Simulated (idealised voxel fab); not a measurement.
Title: Process Module voxel self aligned vias
The width of the displayed cross-section, cut, is 295 nm; its cells are square, with a size of 5 nm.
How to read a cross-section here: the picture is a grid of square cells, written as bands going from the top down, and any band can span one or more rows of cells.
A band entry consists of two parts. The first gives the height of the band's top and the height of its bottom, in nm. The rest lists the band's materials from left to right, each with its width in nm. A single material labelled with the word "everywhere" fills the band from edge to edge, and the word "air" marks empty space.
All heights in this document are referenced to 0, defined as the level beneath which the wafer, as received, consists entirely of one material. The lowest band is not bounded below; it extends indefinitely downward and is written in the form "0 and below".
Width "30->40": first value at the band's top row of cells, second value at its bottom row, equal change from row to row.
Basically "remained unchanged" means that step didn't change any cell in the cross-section.
Under "Sealed internal voids" you'll find the enclosed gaps, the ones with no way out to the top, that are 8 cells or bigger; each reads width x height at distance, with distance counted from the left edge, everything in nm.
Anything after a step's settings on that line? It's the simulator's own note about the step.
For masked steps, "overlay nm" on the step line gives how far right of plan the mask actually lay; a minus sign means it lay to the left.
Reading guide: pairs of cross-sections, before and after one process step; after view cut off at lowest changed band; step and settings listed under each pair. Pairs may stem from different runs of this module on the same starting wafer; continuity with the pair above only where the "Before processing" entry states it.

Before processing
- 0 and below: Si everywhere
- Sealed internal voids: none

Resulting Structure
- 15 down to 0: SiO2 everywhere
- below 0: unchanged
- Sealed internal voids: none
Between the two cross-sections shown above, the process step is CONFORMAL_DEP [material SiO2] [thk nm 15]

Before processing: cross-section not repeated; it is the one shown after the step in the pair just above.

Resulting Structure
- 20 down to 15: SiCN everywhere
- below 15: unchanged
- Sealed internal voids: none
Between the two cross-sections shown above, the process step is CONFORMAL_DEP [material SiCN] [thk nm 5]

Before processing: cross-section not repeated; it is the one shown after the step in the pair just above.

Resulting Structure
- 40 down to 20: SiO2 everywhere
- below 20: unchanged
- Sealed internal voids: none
Between the two cross-sections shown above, the process step is DIRECTIONAL_DEP [material SiO2] [thk nm 20]

Before processing: cross-section not repeated; it is the one shown after the step in the pair just above.

Resulting Structure
- 60 down to 40: 100 of resist | 30 of air | 35 of resist | 30 of air | 100 of resist
- below 40: unchanged
- Sealed internal voids: none
Between the two cross-sections shown above, the process step is PATTERN [tone open] [mask id LINES] [material resist] [width nm 30] [pitch nm 65] [thk nm 20] [overlay nm 0]

Before processing: cross-section not repeated; it is the one shown after the step in the pair just above.

Resulting Structure
- 60 down to 40: 100 of resist | 30 of air | 35 of resist | 30 of air | 100 of resist
- 40 down to 20: 100 of SiO2 | 30 of air | 35 of SiO2 | 30 of air | 100 of SiO2
- below 20: unchanged
- Sealed internal voids: none
Between the two cross-sections shown above, the process step is DIRECTIONAL_ETCH [etch materials SiO2] [depth nm 20]

Before processing: cross-section not repeated; it is the one shown after the step in the pair just above.

Resulting Structure
- 40 down to 20: 100 of SiO2 | 30 of air | 35 of SiO2 | 30 of air | 100 of SiO2
- below 20: unchanged
- Sealed internal voids: none
Between the two cross-sections shown above, the process step is STRIP [etch materials resist]

Before processing: cross-section not repeated; it is the one shown after the step in the pair just above.

Resulting Structure
- 45 down to 40: 105 of TiN | 20 of air | 45 of TiN | 20 of air | 105 of TiN
- 40 down to 25: 100 of SiO2 | 5 of TiN | 20 of air | 5 of TiN | 35 of SiO2 | 5 of TiN | 20 of air | 5 of TiN | 100 of SiO2
- 25 down to 20: 100 of SiO2 | 30 of TiN | 35 of SiO2 | 30 of TiN | 100 of SiO2
- below 20: unchanged
- Sealed internal voids: none
Between the two cross-sections shown above, the process step is CONFORMAL_DEP [material TiN] [thk nm 5]

Before processing: cross-section not repeated; it is the one shown after the step in the pair just above.

Resulting Structure
- 55 down to 45: Ru everywhere
- 45 down to 40: 105 of TiN | 20 of Ru | 45 of TiN | 20 of Ru | 105 of TiN
- 40 down to 25: 100 of SiO2 | 5 of TiN | 20 of Ru | 5 of TiN | 35 of SiO2 | 5 of TiN | 20 of Ru | 5 of TiN | 100 of SiO2
- below 25: unchanged
- Sealed internal voids: none
Between the two cross-sections shown above, the process step is FILL_DEP [material Ru] [thk nm 10]

Before processing: cross-section not repeated; it is the one shown after the step in the pair just above.

Resulting Structure
- 40 down to 25: 100 of SiO2 | 5 of TiN | 20 of Ru | 5 of TiN | 35 of SiO2 | 5 of TiN | 20 of Ru | 5 of TiN | 100 of SiO2
- below 25: unchanged
- Sealed internal voids: none
Between the two cross-sections shown above, the process step is CMP [height nm 40]

Before processing: cross-section not repeated; it is the one shown after the step in the pair just above.

Resulting Structure
- 40 down to 30: 100 of SiO2 | 30 of air | 35 of SiO2 | 30 of air | 100 of SiO2
- below 30: unchanged
- Sealed internal voids: none
Between the two cross-sections shown above, the process step is SELECTIVE_ETCH [etch materials W Ru TiN] [depth nm 10]

Before processing: cross-section not repeated; it is the one shown after the step in the pair just above.

Resulting Structure
- 50 down to 40: SiN everywhere
- 40 down to 30: 100 of SiO2 | 30 of SiN | 35 of SiO2 | 30 of SiN | 100 of SiO2
- below 30: unchanged
- Sealed internal voids: none
Between the two cross-sections shown above, the process step is FILL_DEP [material SiN] [thk nm 10]

Before processing: cross-section not repeated; it is the one shown after the step in the pair just above.

Resulting Structure
- 40 down to 30: 100 of SiO2 | 30 of SiN | 35 of SiO2 | 30 of SiN | 100 of SiO2
- below 30: unchanged
- Sealed internal voids: none
Between the two cross-sections shown above, the process step is CMP [height nm 40]

Before processing: cross-section not repeated; it is the one shown after the step in the pair just above.

Resulting Structure
- 55 down to 40: SiO2 everywhere
- below 40: unchanged
- Sealed internal voids: none
Between the two cross-sections shown above, the process step is DIRECTIONAL_DEP [material SiO2] [thk nm 15]

Before processing: cross-section not repeated; it is the one shown after the step in the pair just above.

Resulting Structure
- 55 down to 40: 90 of SiO2 | 50 of air | 155 of SiO2
- below 40: unchanged
- Sealed internal voids: none
Between the two cross-sections shown above, the process step is MASKED_ETCH [tone open] [mask id VIAS] [width nm 50] [etch materials SiO2] [depth nm 15] [overlay nm 0]

Before processing: cross-section not repeated; it is the one shown after the step in the pair just above.

Resulting Structure
- 55 down to 40: 90 of SiO2 | 50 of air | 155 of SiO2
- 40 down to 30: 100 of SiO2 | 30 of air | 35 of SiO2 | 30 of SiN | 100 of SiO2
- below 30: unchanged
- Sealed internal voids: none
Between the two cross-sections shown above, the process step is MASKED_ETCH [tone open] [mask id VIAS] [width nm 50] [etch materials SiN] [depth nm 10] [overlay nm 0]

Before processing: cross-section not repeated; it is the one shown after the step in the pair just above.

Resulting Structure
- 60 down to 55: 95 of TiN | 40 of air | 160 of TiN
- 55 down to 45: 90 of SiO2 | 5 of TiN | 40 of air | 5 of TiN | 155 of SiO2
- 45 down to 40: 90 of SiO2 | 15 of TiN | 20 of air | 15 of TiN | 155 of SiO2
- 40 down to 35: 100 of SiO2 | 5 of TiN | 20 of air | 5 of TiN | 35 of SiO2 | 30 of SiN | 100 of SiO2
- 35 down to 30: 100 of SiO2 | 30 of TiN | 35 of SiO2 | 30 of SiN | 100 of SiO2
- below 30: unchanged
- Sealed internal voids: none
Between the two cross-sections shown above, the process step is CONFORMAL_DEP [material TiN] [thk nm 5]

Before processing: cross-section not repeated; it is the one shown after the step in the pair just above.

Resulting Structure
- 65 down to 60: Ru everywhere
- 60 down to 55: 95 of TiN | 40 of Ru | 160 of TiN
- 55 down to 45: 90 of SiO2 | 5 of TiN | 40 of Ru | 5 of TiN | 155 of SiO2
- 45 down to 40: 90 of SiO2 | 15 of TiN | 20 of Ru | 15 of TiN | 155 of SiO2
- 40 down to 35: 100 of SiO2 | 5 of TiN | 20 of Ru | 5 of TiN | 35 of SiO2 | 30 of SiN | 100 of SiO2
- below 35: unchanged
- Sealed internal voids: none
Between the two cross-sections shown above, the process step is FILL_DEP [material Ru] [thk nm 5]

Before processing: cross-section not repeated; it is the one shown after the step in the pair just above.

Resulting Structure
- 55 down to 45: 90 of SiO2 | 5 of TiN | 40 of Ru | 5 of TiN | 155 of SiO2
- below 45: unchanged
- Sealed internal voids: none
Between the two cross-sections shown above, the process step is CMP [height nm 55]

Before processing: cross-section not repeated; it is the one shown after the step in the pair just above.

Resulting Structure
- 60 down to 55: SiCN everywhere
- below 55: unchanged
- Sealed internal voids: none
Between the two cross-sections shown above, the process step is CONFORMAL_DEP [material SiCN] [thk nm 5]

Before processing
- 0 and below: Si everywhere
- Sealed internal voids: none

Resulting Structure
- 5 down to 0: SiCN everywhere
- below 0: unchanged
- Sealed internal voids: none
Between the two cross-sections shown above, the process step is CONFORMAL_DEP [material SiCN] [thk nm 5]

Before processing: cross-section not repeated; it is the one shown after the step in the pair just above.

Resulting Structure
- 25 down to 5: SiO2 everywhere
- below 5: unchanged
- Sealed internal voids: none
Between the two cross-sections shown above, the process step is DIRECTIONAL_DEP [material SiO2] [thk nm 20]

Before processing: cross-section not repeated; it is the one shown after the step in the pair just above.

Resulting Structure
- 45 down to 25: 100 of resist | 30 of air | 35 of resist | 30 of air | 100 of resist
- below 25: unchanged
- Sealed internal voids: none
Between the two cross-sections shown above, the process step is PATTERN [tone open] [mask id LINES] [material resist] [width nm 30] [pitch nm 65] [thk nm 20] [overlay nm 0]

Before processing: cross-section not repeated; it is the one shown after the step in the pair just above.

Resulting Structure
- 45 down to 25: 100 of resist | 30 of air | 35 of resist | 30 of air | 100 of resist
- 25 down to 5: 100 of SiO2 | 30 of air | 35 of SiO2 | 30 of air | 100 of SiO2
- below 5: unchanged
- Sealed internal voids: none
Between the two cross-sections shown above, the process step is DIRECTIONAL_ETCH [etch materials SiO2] [depth nm 20]

Before processing: cross-section not repeated; it is the one shown after the step in the pair just above.

Resulting Structure
- 25 down to 5: 100 of SiO2 | 30 of air | 35 of SiO2 | 30 of air | 100 of SiO2
- below 5: unchanged
- Sealed internal voids: none
Between the two cross-sections shown above, the process step is STRIP [etch materials resist]

Before processing: cross-section not repeated; it is the one shown after the step in the pair just above.

Resulting Structure
- 30 down to 25: 105 of TiN | 20 of air | 45 of TiN | 20 of air | 105 of TiN
- 25 down to 10: 100 of SiO2 | 5 of TiN | 20 of air | 5 of TiN | 35 of SiO2 | 5 of TiN | 20 of air | 5 of TiN | 100 of SiO2
- 10 down to 5: 100 of SiO2 | 30 of TiN | 35 of SiO2 | 30 of TiN | 100 of SiO2
- below 5: unchanged
- Sealed internal voids: none
Between the two cross-sections shown above, the process step is CONFORMAL_DEP [material TiN] [thk nm 5]

Before processing: cross-section not repeated; it is the one shown after the step in the pair just above.

Resulting Structure
- 40 down to 30: Ru everywhere
- 30 down to 25: 105 of TiN | 20 of Ru | 45 of TiN | 20 of Ru | 105 of TiN
- 25 down to 10: 100 of SiO2 | 5 of TiN | 20 of Ru | 5 of TiN | 35 of SiO2 | 5 of TiN | 20 of Ru | 5 of TiN | 100 of SiO2
- below 10: unchanged
- Sealed internal voids: none
Between the two cross-sections shown above, the process step is FILL_DEP [material Ru] [thk nm 10]

Before processing: cross-section not repeated; it is the one shown after the step in the pair just above.

Resulting Structure
- 30 down to 25: 105 of TiN | 20 of Ru | 45 of TiN | 20 of Ru | 105 of TiN
- below 25: unchanged
- Sealed internal voids: none
Between the two cross-sections shown above, the process step is SELECTIVE_ETCH [etch materials W Ru TiN] [depth nm 10]

Before processing: cross-section not repeated; it is the one shown after the step in the pair just above.

Resulting Structure
- 40 down to 30: SiN everywhere
- below 30: unchanged
- Sealed internal voids: none
Between the two cross-sections shown above, the process step is FILL_DEP [material SiN] [thk nm 10]

Before processing: cross-section not repeated; it is the one shown after the step in the pair just above.

Resulting Structure
- 55 down to 40: SiO2 everywhere
- below 40: unchanged
- Sealed internal voids: none
Between the two cross-sections shown above, the process step is DIRECTIONAL_DEP [material SiO2] [thk nm 15]

Before processing: cross-section not repeated; it is the one shown after the step in the pair just above.

Resulting Structure
- 55 down to 40: 90 of SiO2 | 50 of air | 155 of SiO2
- below 40: unchanged
- Sealed internal voids: none
Between the two cross-sections shown above, the process step is MASKED_ETCH [tone open] [mask id VIAS] [width nm 50] [etch materials SiO2] [depth nm 15] [overlay nm 0]

Before processing: cross-section not repeated; it is the one shown after the step in the pair just above.

Resulting Structure
- 55 down to 40: 90 of SiO2 | 50 of air | 155 of SiO2
- 40 down to 30: 90 of SiN | 50 of air | 155 of SiN
- below 30: unchanged
- Sealed internal voids: none
Between the two cross-sections shown above, the process step is MASKED_ETCH [tone open] [mask id VIAS] [width nm 50] [etch materials SiN] [depth nm 10] [overlay nm 0]

Before processing: cross-section not repeated; it is the one shown after the step in the pair just above.

Resulting Structure
- 60 down to 55: 95 of TiN | 40 of air | 160 of TiN
- 55 down to 40: 90 of SiO2 | 5 of TiN | 40 of air | 5 of TiN | 155 of SiO2
- 40 down to 35: 90 of SiN | 5 of TiN | 40 of air | 5 of TiN | 155 of SiN
- 35 down to 30: 90 of SiN | 50 of TiN | 155 of SiN
- below 30: unchanged
- Sealed internal voids: none
Between the two cross-sections shown above, the process step is CONFORMAL_DEP [material TiN] [thk nm 5]

Before processing: cross-section not repeated; it is the one shown after the step in the pair just above.

Resulting Structure
- 65 down to 60: Ru everywhere
- 60 down to 55: 95 of TiN | 40 of Ru | 160 of TiN
- 55 down to 40: 90 of SiO2 | 5 of TiN | 40 of Ru | 5 of TiN | 155 of SiO2
- 40 down to 35: 90 of SiN | 5 of TiN | 40 of Ru | 5 of TiN | 155 of SiN
- below 35: unchanged
- Sealed internal voids: none
Between the two cross-sections shown above, the process step is FILL_DEP [material Ru] [thk nm 5]

Before processing: cross-section not repeated; it is the one shown after the step in the pair just above.

Resulting Structure
- 55 down to 40: 90 of SiO2 | 5 of TiN | 40 of Ru | 5 of TiN | 155 of SiO2
- below 40: unchanged
- Sealed internal voids: none
Between the two cross-sections shown above, the process step is CMP [height nm 55]

Before processing: cross-section not repeated; it is the one shown after the step in the pair just above.

Resulting Structure
- 60 down to 55: SiCN everywhere
- below 55: unchanged
- Sealed internal voids: none
Between the two cross-sections shown above, the process step is CONFORMAL_DEP [material SiCN] [thk nm 5]

Before processing
- 55 down to 40: 90 of SiO2 | 50 of air | 155 of SiO2
- 40 down to 30: 100 of SiO2 | 30 of SiN | 35 of SiO2 | 30 of SiN | 100 of SiO2
- 30 down to 25: 100 of SiO2 | 5 of TiN | 20 of Ru | 5 of TiN | 35 of SiO2 | 5 of TiN | 20 of Ru | 5 of TiN | 100 of SiO2
- 25 down to 20: 100 of SiO2 | 30 of TiN | 35 of SiO2 | 30 of TiN | 100 of SiO2
- 20 down to 15: SiCN everywhere
- 15 down to 0: SiO2 everywhere
- 0 and below: Si everywhere
- Sealed internal voids: none

Resulting Structure
- 55 down to 40: 90 of SiO2 | 50 of air | 155 of SiO2
- 40 down to 30: 90 of SiO2 | 10 of air | 30 of SiN | 10 of air | 25 of SiO2 | 30 of SiN | 100 of SiO2
- 30 down to 25: 90 of SiO2 | 10 of air | 5 of TiN | 20 of Ru | 5 of TiN | 10 of air | 25 of SiO2 | 5 of TiN | 20 of Ru | 5 of TiN | 100 of SiO2
- below 25: unchanged
- Sealed internal voids: none
Between the two cross-sections shown above, the process step is MASKED_ETCH [tone open] [mask id VIAS] [width nm 50] [etch materials SiO2] [depth nm 15] [overlay nm 0]

Before processing: cross-section not repeated; it is the one shown after the step in the pair just above.

Resulting Structure
- 55 down to 40: 90 of SiO2 | 50 of air | 155 of SiO2
- 40 down to 30: 90 of SiO2 | 50 of air | 25 of SiO2 | 30 of SiN | 100 of SiO2
- below 30: unchanged
- Sealed internal voids: none
Between the two cross-sections shown above, the process step is MASKED_ETCH [tone open] [mask id VIAS] [width nm 50] [etch materials SiN] [depth nm 10] [overlay nm 0]

Before processing: cross-section not repeated; it is the one shown after the step in the pair just above.

Resulting Structure
- 60 down to 55: 95 of TiN | 40 of air | 160 of TiN
- 55 down to 40: 90 of SiO2 | 5 of TiN | 40 of air | 5 of TiN | 155 of SiO2
- 40 down to 35: 90 of SiO2 | 5 of TiN | 40 of air | 5 of TiN | 25 of SiO2 | 30 of SiN | 100 of SiO2
- 35 down to 30: 90 of SiO2 | 50 of TiN | 25 of SiO2 | 30 of SiN | 100 of SiO2
- 30 down to 25: 90 of SiO2 | 15 of TiN | 20 of Ru | 15 of TiN | 25 of SiO2 | 5 of TiN | 20 of Ru | 5 of TiN | 100 of SiO2
- below 25: unchanged
- Sealed internal voids: none
Between the two cross-sections shown above, the process step is CONFORMAL_DEP [material TiN] [thk nm 5]

Before processing: cross-section not repeated; it is the one shown after the step in the pair just above.

Resulting Structure
- 65 down to 60: Ru everywhere
- 60 down to 55: 95 of TiN | 40 of Ru | 160 of TiN
- 55 down to 40: 90 of SiO2 | 5 of TiN | 40 of Ru | 5 of TiN | 155 of SiO2
- 40 down to 35: 90 of SiO2 | 5 of TiN | 40 of Ru | 5 of TiN | 25 of SiO2 | 30 of SiN | 100 of SiO2
- below 35: unchanged
- Sealed internal voids: none
Between the two cross-sections shown above, the process step is FILL_DEP [material Ru] [thk nm 5]

Before processing: cross-section not repeated; it is the one shown after the step in the pair just above.

Resulting Structure
- 55 down to 40: 90 of SiO2 | 5 of TiN | 40 of Ru | 5 of TiN | 155 of SiO2
- below 40: unchanged
- Sealed internal voids: none
Between the two cross-sections shown above, the process step is CMP [height nm 55]

Before processing: cross-section not repeated; it is the one shown after the step in the pair just above.

Resulting Structure
- 60 down to 55: SiCN everywhere
- below 55: unchanged
- Sealed internal voids: none
Between the two cross-sections shown above, the process step is CONFORMAL_DEP [material SiCN] [thk nm 5]

Before processing
- 5 down to 0: SiCN everywhere
- 0 and below: Si everywhere
- Sealed internal voids: none

Resulting Structure
- 20 down to 5: SiO2 everywhere
- below 5: unchanged
- Sealed internal voids: none
Between the two cross-sections shown above, the process step is CONFORMAL_DEP [material SiO2] [thk nm 15]

Before processing: cross-section not repeated; it is the one shown after the step in the pair just above.

Resulting Structure
- 40 down to 5: SiO2 everywhere
- below 5: unchanged
- Sealed internal voids: none
Between the two cross-sections shown above, the process step is DIRECTIONAL_DEP [material SiO2] [thk nm 20]

Before processing: cross-section not repeated; it is the one shown after the step in the pair just above.

Resulting Structure
- 60 down to 40: 100 of resist | 30 of air | 35 of resist | 30 of air | 100 of resist
- below 40: unchanged
- Sealed internal voids: none
Between the two cross-sections shown above, the process step is PATTERN [tone open] [mask id LINES] [material resist] [width nm 30] [pitch nm 65] [thk nm 20] [overlay nm 0]

Before processing: cross-section not repeated; it is the one shown after the step in the pair just above.

Resulting Structure
- 60 down to 40: 100 of resist | 30 of air | 35 of resist | 30 of air | 100 of resist
- 40 down to 20: 100 of SiO2 | 30 of air | 35 of SiO2 | 30 of air | 100 of SiO2
- below 20: unchanged
- Sealed internal voids: none
Between the two cross-sections shown above, the process step is DIRECTIONAL_ETCH [etch materials SiO2] [depth nm 20]

Before processing: cross-section not repeated; it is the one shown after the step in the pair just above.

Resulting Structure
- 40 down to 20: 100 of SiO2 | 30 of air | 35 of SiO2 | 30 of air | 100 of SiO2
- below 20: unchanged
- Sealed internal voids: none
Between the two cross-sections shown above, the process step is STRIP [etch materials resist]

Before processing: cross-section not repeated; it is the one shown after the step in the pair just above.

Resulting Structure
- 45 down to 40: 105 of TiN | 20 of air | 45 of TiN | 20 of air | 105 of TiN
- 40 down to 25: 100 of SiO2 | 5 of TiN | 20 of air | 5 of TiN | 35 of SiO2 | 5 of TiN | 20 of air | 5 of TiN | 100 of SiO2
- 25 down to 20: 100 of SiO2 | 30 of TiN | 35 of SiO2 | 30 of TiN | 100 of SiO2
- below 20: unchanged
- Sealed internal voids: none
Between the two cross-sections shown above, the process step is CONFORMAL_DEP [material TiN] [thk nm 5]

Before processing: cross-section not repeated; it is the one shown after the step in the pair just above.

Resulting Structure
- 55 down to 45: Ru everywhere
- 45 down to 40: 105 of TiN | 20 of Ru | 45 of TiN | 20 of Ru | 105 of TiN
- 40 down to 25: 100 of SiO2 | 5 of TiN | 20 of Ru | 5 of TiN | 35 of SiO2 | 5 of TiN | 20 of Ru | 5 of TiN | 100 of SiO2
- below 25: unchanged
- Sealed internal voids: none
Between the two cross-sections shown above, the process step is FILL_DEP [material Ru] [thk nm 10]

Before processing: cross-section not repeated; it is the one shown after the step in the pair just above.

Resulting Structure
- 40 down to 25: 100 of SiO2 | 5 of TiN | 20 of Ru | 5 of TiN | 35 of SiO2 | 5 of TiN | 20 of Ru | 5 of TiN | 100 of SiO2
- below 25: unchanged
- Sealed internal voids: none
Between the two cross-sections shown above, the process step is CMP [height nm 40]

Before processing: cross-section not repeated; it is the one shown after the step in the pair just above.

Resulting Structure
- 40 down to 30: 100 of SiO2 | 30 of air | 35 of SiO2 | 30 of air | 100 of SiO2
- below 30: unchanged
- Sealed internal voids: none
Between the two cross-sections shown above, the process step is SELECTIVE_ETCH [etch materials W Ru TiN] [depth nm 10]

Before processing: cross-section not repeated; it is the one shown after the step in the pair just above.

Resulting Structure
- 50 down to 40: SiN everywhere
- 40 down to 30: 100 of SiO2 | 30 of SiN | 35 of SiO2 | 30 of SiN | 100 of SiO2
- below 30: unchanged
- Sealed internal voids: none
Between the two cross-sections shown above, the process step is FILL_DEP [material SiN] [thk nm 10]

Before processing: cross-section not repeated; it is the one shown after the step in the pair just above.

Resulting Structure
- 40 down to 30: 100 of SiO2 | 30 of SiN | 35 of SiO2 | 30 of SiN | 100 of SiO2
- below 30: unchanged
- Sealed internal voids: none
Between the two cross-sections shown above, the process step is CMP [height nm 40]

Before processing: cross-section not repeated; it is the one shown after the step in the pair just above.

Resulting Structure
- 55 down to 40: SiO2 everywhere
- below 40: unchanged
- Sealed internal voids: none
Between the two cross-sections shown above, the process step is DIRECTIONAL_DEP [material SiO2] [thk nm 15]

Before processing: cross-section not repeated; it is the one shown after the step in the pair just above.

Resulting Structure
- 55 down to 40: 90 of SiO2 | 50 of air | 155 of SiO2
- below 40: unchanged
- Sealed internal voids: none
Between the two cross-sections shown above, the process step is MASKED_ETCH [tone open] [mask id VIAS] [width nm 50] [etch materials SiO2] [depth nm 15] [overlay nm 0]

Before processing: cross-section not repeated; it is the one shown after the step in the pair just above.

Resulting Structure
- 55 down to 40: 90 of SiO2 | 50 of air | 155 of SiO2
- 40 down to 30: 100 of SiO2 | 30 of air | 35 of SiO2 | 30 of SiN | 100 of SiO2
- below 30: unchanged
- Sealed internal voids: none
Between the two cross-sections shown above, the process step is MASKED_ETCH [tone open] [mask id VIAS] [width nm 50] [etch materials SiN] [depth nm 10] [overlay nm 0]

Before processing: cross-section not repeated; it is the one shown after the step in the pair just above.

Resulting Structure
- 60 down to 55: 95 of TiN | 40 of air | 160 of TiN
- 55 down to 45: 90 of SiO2 | 5 of TiN | 40 of air | 5 of TiN | 155 of SiO2
- 45 down to 40: 90 of SiO2 | 15 of TiN | 20 of air | 15 of TiN | 155 of SiO2
- 40 down to 35: 100 of SiO2 | 5 of TiN | 20 of air | 5 of TiN | 35 of SiO2 | 30 of SiN | 100 of SiO2
- 35 down to 30: 100 of SiO2 | 30 of TiN | 35 of SiO2 | 30 of SiN | 100 of SiO2
- below 30: unchanged
- Sealed internal voids: none
Between the two cross-sections shown above, the process step is CONFORMAL_DEP [material TiN] [thk nm 5]

Before processing: cross-section not repeated; it is the one shown after the step in the pair just above.

Resulting Structure
- 65 down to 60: Ru everywhere
- 60 down to 55: 95 of TiN | 40 of Ru | 160 of TiN
- 55 down to 45: 90 of SiO2 | 5 of TiN | 40 of Ru | 5 of TiN | 155 of SiO2
- 45 down to 40: 90 of SiO2 | 15 of TiN | 20 of Ru | 15 of TiN | 155 of SiO2
- 40 down to 35: 100 of SiO2 | 5 of TiN | 20 of Ru | 5 of TiN | 35 of SiO2 | 30 of SiN | 100 of SiO2
- below 35: unchanged
- Sealed internal voids: none
Between the two cross-sections shown above, the process step is FILL_DEP [material Ru] [thk nm 5]

Before processing: cross-section not repeated; it is the one shown after the step in the pair just above.

Resulting Structure
- 55 down to 45: 90 of SiO2 | 5 of TiN | 40 of Ru | 5 of TiN | 155 of SiO2
- below 45: unchanged
- Sealed internal voids: none
Between the two cross-sections shown above, the process step is CMP [height nm 55]

Before processing: cross-section not repeated; it is the one shown after the step in the pair just above.

Resulting Structure
- 60 down to 55: SiCN everywhere
- below 55: unchanged
- Sealed internal voids: none
Between the two cross-sections shown above, the process step is CONFORMAL_DEP [material SiCN] [thk nm 5]

Before processing
- 0 and below: Si everywhere
- Sealed internal voids: none

Resulting Structure
- 10 down to 0: SiO2 everywhere
- below 0: unchanged
- Sealed internal voids: none
Between the two cross-sections shown above, the process step is CONFORMAL_DEP [material SiO2] [thk nm 10]

Before processing: cross-section not repeated; it is the one shown after the step in the pair just above.

Resulting Structure
- 15 down to 10: SiCN everywhere
- below 10: unchanged
- Sealed internal voids: none
Between the two cross-sections shown above, the process step is CONFORMAL_DEP [material SiCN] [thk nm 5]

Before processing: cross-section not repeated; it is the one shown after the step in the pair just above.

Resulting Structure
- 35 down to 15: SiO2 everywhere
- below 15: unchanged
- Sealed internal voids: none
Between the two cross-sections shown above, the process step is DIRECTIONAL_DEP [material SiO2] [thk nm 20]

Before processing: cross-section not repeated; it is the one shown after the step in the pair just above.

Resulting Structure
- 55 down to 35: 100 of resist | 30 of air | 35 of resist | 30 of air | 100 of resist
- below 35: unchanged
- Sealed internal voids: none
Between the two cross-sections shown above, the process step is PATTERN [tone open] [mask id LINES] [material resist] [width nm 30] [pitch nm 65] [thk nm 20] [overlay nm 0]

Before processing: cross-section not repeated; it is the one shown after the step in the pair just above.

Resulting Structure
- 55 down to 35: 100 of resist | 30 of air | 35 of resist | 30 of air | 100 of resist
- 35 down to 15: 100 of SiO2 | 30 of air | 35 of SiO2 | 30 of air | 100 of SiO2
- below 15: unchanged
- Sealed internal voids: none
Between the two cross-sections shown above, the process step is DIRECTIONAL_ETCH [etch materials SiO2] [depth nm 20]

Before processing: cross-section not repeated; it is the one shown after the step in the pair just above.

Resulting Structure
- 35 down to 15: 100 of SiO2 | 30 of air | 35 of SiO2 | 30 of air | 100 of SiO2
- below 15: unchanged
- Sealed internal voids: none
Between the two cross-sections shown above, the process step is STRIP [etch materials resist]

Before processing: cross-section not repeated; it is the one shown after the step in the pair just above.

Resulting Structure
- 40 down to 35: 105 of TiN | 20 of air | 45 of TiN | 20 of air | 105 of TiN
- 35 down to 20: 100 of SiO2 | 5 of TiN | 20 of air | 5 of TiN | 35 of SiO2 | 5 of TiN | 20 of air | 5 of TiN | 100 of SiO2
- 20 down to 15: 100 of SiO2 | 30 of TiN | 35 of SiO2 | 30 of TiN | 100 of SiO2
- below 15: unchanged
- Sealed internal voids: none
Between the two cross-sections shown above, the process step is CONFORMAL_DEP [material TiN] [thk nm 5]

Before processing: cross-section not repeated; it is the one shown after the step in the pair just above.

Resulting Structure
- 50 down to 40: Ru everywhere
- 40 down to 35: 105 of TiN | 20 of Ru | 45 of TiN | 20 of Ru | 105 of TiN
- 35 down to 20: 100 of SiO2 | 5 of TiN | 20 of Ru | 5 of TiN | 35 of SiO2 | 5 of TiN | 20 of Ru | 5 of TiN | 100 of SiO2
- below 20: unchanged
- Sealed internal voids: none
Between the two cross-sections shown above, the process step is FILL_DEP [material Ru] [thk nm 10]

Before processing: cross-section not repeated; it is the one shown after the step in the pair just above.

Resulting Structure
- 40 down to 35: 105 of TiN | 20 of Ru | 45 of TiN | 20 of Ru | 105 of TiN
- below 35: unchanged
- Sealed internal voids: none
Between the two cross-sections shown above, the process step is CMP [height nm 40]

Before processing: cross-section not repeated; it is the one shown after the step in the pair just above.

Resulting Structure
- 35 down to 30: 100 of SiO2 | 30 of air | 35 of SiO2 | 30 of air | 100 of SiO2
- below 30: unchanged
- Sealed internal voids: none
Between the two cross-sections shown above, the process step is SELECTIVE_ETCH [etch materials W Ru TiN] [depth nm 10]

Before processing: cross-section not repeated; it is the one shown after the step in the pair just above.

Resulting Structure
- 45 down to 35: SiN everywhere
- 35 down to 30: 100 of SiO2 | 30 of SiN | 35 of SiO2 | 30 of SiN | 100 of SiO2
- below 30: unchanged
- Sealed internal voids: none
Between the two cross-sections shown above, the process step is FILL_DEP [material SiN] [thk nm 10]

Before processing: cross-section not repeated; it is the one shown after the step in the pair just above.

Resulting Structure
- 40 down to 35: SiN everywhere
- below 35: unchanged
- Sealed internal voids: none
Between the two cross-sections shown above, the process step is CMP [height nm 40]

Before processing: cross-section not repeated; it is the one shown after the step in the pair just above.

Resulting Structure
- 55 down to 40: SiO2 everywhere
- below 40: unchanged
- Sealed internal voids: none
Between the two cross-sections shown above, the process step is DIRECTIONAL_DEP [material SiO2] [thk nm 15]

Before processing: cross-section not repeated; it is the one shown after the step in the pair just above.

Resulting Structure
- 55 down to 40: 90 of SiO2 | 50 of air | 155 of SiO2
- below 40: unchanged
- Sealed internal voids: none
Between the two cross-sections shown above, the process step is MASKED_ETCH [tone open] [mask id VIAS] [width nm 50] [etch materials SiO2] [depth nm 15] [overlay nm 0]

Before processing: cross-section not repeated; it is the one shown after the step in the pair just above.

Resulting Structure
- 55 down to 40: 90 of SiO2 | 50 of air | 155 of SiO2
- 40 down to 35: 90 of SiN | 50 of air | 155 of SiN
- 35 down to 30: 100 of SiO2 | 30 of air | 35 of SiO2 | 30 of SiN | 100 of SiO2
- below 30: unchanged
- Sealed internal voids: none
Between the two cross-sections shown above, the process step is MASKED_ETCH [tone open] [mask id VIAS] [width nm 50] [etch materials SiN] [depth nm 10] [overlay nm 0]

Before processing: cross-section not repeated; it is the one shown after the step in the pair just above.

Resulting Structure
- 60 down to 55: 95 of TiN | 40 of air | 160 of TiN
- 55 down to 40: 90 of SiO2 | 5 of TiN | 40 of air | 5 of TiN | 155 of SiO2
- 40 down to 35: 90 of SiN | 15 of TiN | 20 of air | 15 of TiN | 155 of SiN
- 35 down to 30: 100 of SiO2 | 30 of TiN | 35 of SiO2 | 30 of SiN | 100 of SiO2
- below 30: unchanged
- Sealed internal voids: none
Between the two cross-sections shown above, the process step is CONFORMAL_DEP [material TiN] [thk nm 5]
